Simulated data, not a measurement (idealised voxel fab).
Presented below is a process module, voxel ribs on slabs.
This is section cut - it's 270 nm across, gridded in 5 nm square cells.
We lay out every cross-section as a grid of square cells and spell it out in bands from the top down, where one band means one or more rows of cells.
Heights first: top, then bottom, in nm. Then materials, left to right, each with a width in nm. "edge to edge" on a single material: fills the band edge to edge. "air": empty space.
Beneath 0, the wafer as received is one material, and that level is where height counting begins. The lowest band goes on downward without a bottom; it is written like "0 down".
Read "30 to 40" as a graded width: first number on top, second number at the bottom, same change between each pair of neighbouring rows.
Take "remains unaltered" at face value: in the step it is given for, the cross-section changed in none of its cells.
Look at "Trapped cavities" for the closed voids: empty spaces with no open path to the top, sized 8 cells or up. Each is width x height at distance, distance from the left edge, all nm.
Anything after a step's settings on that line? It's the simulator's own note about the step.
overlay nm: on a step with a mask, how far right of its planned place the mask lay; negative means left.
Process steps (planned)
- 1: RECEIVE: material Si
- 2: DIRECTIONAL_DEP: material SiO2, thk nm 25
- 3: DIRECTIONAL_DEP: material polySi, thk nm 25
- 4: DIRECTIONAL_DEP: material aC, thk nm 15
- 5: PATTERN: tone cover, mask id RIB, material resist, width nm 20, thk nm 30, overlay nm 0
- 6: DIRECTIONAL_ETCH: etch materials aC, depth nm 15
- 7: STRIP: etch materials resist
- 8: DIRECTIONAL_ETCH: etch materials polySi, depth nm 15
- 9: STRIP: etch materials aC
- 10: MASKED_ETCH: tone cover, mask id SLAB, width nm 70, etch materials polySi, depth nm 10, overlay nm 0
- 11: FILL_DEP: material SiO2, thk nm 30
- 12: CMP: height nm 70
- 13: DIRECTIONAL_DEP: material TiN, thk nm 10
- 14: MASKED_ETCH: tone cover, mask id HEATER, width nm 30, etch materials TiN, depth nm 10, overlay nm 0
- 15: CONFORMAL_DEP: material SiO2, thk nm 10
Incoming wafer in cross-section (state: after step 1)
> 0 down = Si edge to edge
> Trapped cavities: none
First of two wafers: cross-section at end of module, run per plan
> 90 to 80 = 110 of air; 50 of SiO2; 110 of air
> 80 to 70 = 120 of SiO2; 30 of TiN; 120 of SiO2
> 70 to 50 = SiO2 edge to edge
> 50 to 35 = 125 of SiO2; 20 of polySi; 125 of SiO2
> 35 to 25 = 100 of SiO2; 70 of polySi; 100 of SiO2
> 25 to 0 = SiO2 edge to edge
> 0 down = Si edge to edge
> Trapped cavities: none
Wafer two cross-section, module end. Start and plan unchanged from wafer one; one mistake made during the run
> 90 to 80 = 110 of air; 50 of SiO2; 110 of air
> 80 to 70 = 120 of SiO2; 30 of TiN; 120 of SiO2
> 70 to 50 = SiO2 edge to edge
> 50 to 35 = 115 of SiO2; 20 of polySi; 135 of SiO2
> 35 to 25 = 100 of SiO2; 70 of polySi; 100 of SiO2
> 25 to 0 = SiO2 edge to edge
> 0 down = Si edge to edge
> Trapped cavities: none
So what did we get wrong on this run? off-plan run, step 5, actual operation and settings PATTERN: tone cover, mask id RIB, material resist, width nm 20, thk nm 30, overlay nm -10
When the process is done, the second wafer contains the same cell count of every material as the first wafer, but distributed over other locations.
